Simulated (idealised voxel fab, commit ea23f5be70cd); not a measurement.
process module | voxel double patterning
cross-section cut | 155 nm wide | cells 5 nm
A cross-section is a grid of square cells, given in bands from the top down. A band is one or more rows of cells.
Each band's line starts with the height of the band's top and of its bottom, in nm. Then come its materials from left to right, each with its width in nm. One material with "throughout" fills the band from edge to edge. "air" is empty space.
Height 0 is the level under which the wafer as received is all one material. The lowest band goes on downwards, as in "0 down".
A width such as "30 to 40" changes by the same amount from each row of cells to the next, from the band's top row to its bottom row.
"no change" after a step means that no cell of the cross-section changed.
closed voids: empty space of 8 cells or more with no open way to the top, each as width x height at its distance from the left edge, in nm
after a step's settings: what the simulator itself notes on the step
overlay nm, on a step with a mask: how far to the right of its planned place the mask lay; to the left if negative
plan
1 op RECEIVE | material Si
2 op CONFORMAL_DEP | material SiO2 | thk nm 10
3 op DIRECTIONAL_DEP | material polySi | thk nm 15
4 op DIRECTIONAL_DEP | material SiCN | thk nm 10
5 op MASKED_ETCH | tone open | mask id FIRST | width nm 15 | pitch nm 50 | etch materials SiCN | depth nm 10 | overlay nm 0
6 op MASKED_ETCH | tone open | mask id SECOND | width nm 15 | pitch nm 50 | etch materials SiCN | depth nm 10 | overlay nm 0
7 op DIRECTIONAL_ETCH | etch materials polySi | depth nm 15
8 op STRIP | etch materials SiCN
as received, after step 1
  0 down: Si throughout
  closed voids: none
a wafer at the end: this start, this plan, one mistake
  25 to 10: air 20 | polySi 15 | air 35 | polySi 15 | air 35 | polySi 15 | air 20
  10 to 0: SiO2 throughout
  0 down: Si throughout
  closed voids: none
what went wrong: step 5 ran as: op MASKED_ETCH | tone cover | mask id FIRST | width nm 15 | pitch nm 50 | etch materials SiCN | depth nm 10 | overlay nm 0
